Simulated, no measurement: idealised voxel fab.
Presented below is a process module, voxel transistor to metal.
For reference, the cross-section in this document is cut, with width 185 nm and square cells of 5 nm.
A cross-section in this document is a grid of square cells, and it is written down as bands, the top band listed before the ones below it; a band is made up of one or more rows of cells. Band: top height; bottom height; in nm. Then, left to right: material with width in nm, for each material. "throughout": a single material spanning edge to edge. "blank": empty space. The level at which height equals 0 is the one under which the wafer, as it arrives, is entirely one material. No lower edge exists for the bottom band, which continues downward and is notated as in "from 0 down". Width spec "30..40" -> top row of cells at first value, bottom row at second value, equal per-row change in between. What does "no change" mean for a step? It means no cell of the cross-section changed in that step. Closed-off voids of 8+ cells (no open route to the top) go in "Trapped void list", written width x height at distance from the left edge, in nm. Read whatever lies past the settings on a step's line as the simulator's own remark about the step. Among the settings permitted on a step's line is "overlay nm"; applied to a step with a mask, it specifies the extent to which the mask lay to the right of its planned position, whereas a negative figure signifies a position to the left.

LIST OF PLANNED PROCESS STEPS
step 1: RECEIVE, material Si
step 2: OXIDIZE, depth nm 5
step 3: CONFORMAL_DEP, material SiN, thk nm 15
step 4: MASKED_ETCH, tone cover, mask id ACTIVE, width nm 130, etch materials SiN, depth nm 15, overlay nm 0
step 5: MASKED_ETCH, tone cover, mask id ACTIVE, width nm 130, etch materials SiO2, depth nm 5, overlay nm 0
step 6: MASKED_ETCH, tone cover, mask id ACTIVE, width nm 130, etch materials Si, depth nm 35, overlay nm 0
step 7: FILL_DEP, material SiO2, thk nm 10
step 8: CMP, height nm 15
step 9: SELECTIVE_ETCH, etch materials SiO2, depth nm 10
step 10: STRIP, etch materials SiN
step 11: SELECTIVE_ETCH, etch materials SiO2, depth nm 5
step 12: OXIDIZE, depth nm 5
step 13: DIRECTIONAL_DEP, material polySi, thk nm 25
step 14: DIRECTIONAL_DEP, material SiCN, thk nm 10
step 15: DIRECTIONAL_DEP, material aC, thk nm 15
step 16: PATTERN, tone cover, mask id GATE, material resist, width nm 30, thk nm 30, overlay nm 0
step 17: DIRECTIONAL_ETCH, etch materials aC, depth nm 15
step 18: STRIP, etch materials resist
step 19: DIRECTIONAL_ETCH, etch materials SiCN, depth nm 20
step 20: DIRECTIONAL_ETCH, etch materials polySi, depth nm 35
step 21: STRIP, etch materials aC
step 22: CONFORMAL_DEP, material SiO2, thk nm 5
step 23: DIRECTIONAL_ETCH, etch materials SiO2, depth nm 5
step 24: CONFORMAL_DEP, material SiN, thk nm 10
step 25: DIRECTIONAL_ETCH, etch materials SiN, depth nm 10
step 26: DIRECTIONAL_ETCH, etch materials SiO2, depth nm 5
step 27: DIRECTIONAL_ETCH, etch materials Si, depth nm 5
step 28: EPI, material pSi, thk nm 5
step 29: FILL_DEP, material SiO2, thk nm 10
step 30: CMP, height nm 20
step 31: STRIP, etch materials polySi
step 32: SELECTIVE_ETCH, etch materials SiO2, depth nm 5
step 33: CONFORMAL_DEP, material HfO2, thk nm 5
step 34: CONFORMAL_DEP, material TiN, thk nm 5
step 35: FILL_DEP, material W, thk nm 5
step 36: CMP, height nm 15
step 37: DIRECTIONAL_DEP, material SiO2, thk nm 10
step 38: PATTERN, tone open, mask id CONTACT, material resist, width nm 20, pitch nm 90, thk nm 20, overlay nm 0
step 39: DIRECTIONAL_ETCH, etch materials SiO2, depth nm 35
step 40: STRIP, etch materials resist
step 41: CONFORMAL_DEP, material TiN, thk nm 5
step 42: FILL_DEP, material Ru, thk nm 5
step 43: CMP, height nm 25
step 44: DIRECTIONAL_DEP, material TiN, thk nm 5
step 45: DIRECTIONAL_DEP, material Ru, thk nm 20
step 46: MASKED_ETCH, tone cover, mask id METAL_1, width nm 20, pitch nm 90, etch materials Ru, depth nm 20, overlay nm 0
step 47: MASKED_ETCH, tone cover, mask id METAL_1, width nm 20, pitch nm 90, etch materials TiN, depth nm 5, overlay nm 0
step 48: FILL_DEP, material SiO2, thk nm 5
step 49: CMP, height nm 50
step 50: CONFORMAL_DEP, material SiN, thk nm 5

WAFER AT RECEIPT (POST STEP 1), CROSS-SECTION
    from 0 down  Si throughout
    Trapped void list: none

CROSS-SECTION, END OF MODULE. START: AS ABOVE. PLAN: AS ABOVE. EXECUTION: ONE MISTAKE
    from 55 to 50  SiN throughout
    from 50 to 30  SiO2 35 nm; Ru 20 nm; SiO2 70 nm; Ru 20 nm; SiO2 40 nm
    from 30 to 25  SiO2 35 nm; TiN 20 nm; SiO2 70 nm; TiN 20 nm; SiO2 40 nm
    from 25 to 15  SiO2 35 nm; TiN 5 nm; Ru 10 nm; TiN 5 nm; SiO2 70 nm; TiN 5 nm; Ru 10 nm; TiN 5 nm; SiO2 40 nm
    from 15 to 5  SiO2 35 nm; TiN 5 nm; Ru 10 nm; TiN 5 nm; SiO2 5 nm; SiN 10 nm; HfO2 5 nm; TiN 5 nm; W 20 nm; TiN 5 nm; HfO2 5 nm; SiN 10 nm; SiO2 5 nm; TiN 5 nm; Ru 10 nm; TiN 5 nm; SiO2 40 nm
    from 5 to 0  SiO2 35 nm; TiN 5 nm; Ru 10 nm; TiN 5 nm; SiO2 5 nm; SiN 10 nm; HfO2 5 nm; TiN 30 nm; HfO2 5 nm; SiN 10 nm; SiO2 5 nm; TiN 5 nm; Ru 10 nm; TiN 5 nm; SiO2 40 nm
    from 0 to -5  SiO2 15 nm; SiN 10 nm; SiO2 10 nm; TiN 20 nm; pSi 5 nm; SiO2 10 nm; HfO2 40 nm; SiO2 10 nm; pSi 5 nm; TiN 20 nm; SiO2 10 nm; SiN 10 nm; SiO2 20 nm
    from -5 to -10  SiO2 10 nm; pSi 5 nm; SiO2 20 nm; pSi 25 nm; Si 60 nm; pSi 25 nm; SiO2 20 nm; pSi 5 nm; SiO2 15 nm
    from -10 to -15  pSi 15 nm; Si 150 nm; pSi 20 nm
    from -15 down  Si throughout
    Trapped void list: none
what went wrong: the process deviated at step 4: the operation and settings actually run there were MASKED_ETCH, tone open, mask id ACTIVE, width nm 130, etch materials SiN, depth nm 15, overlay nm 0
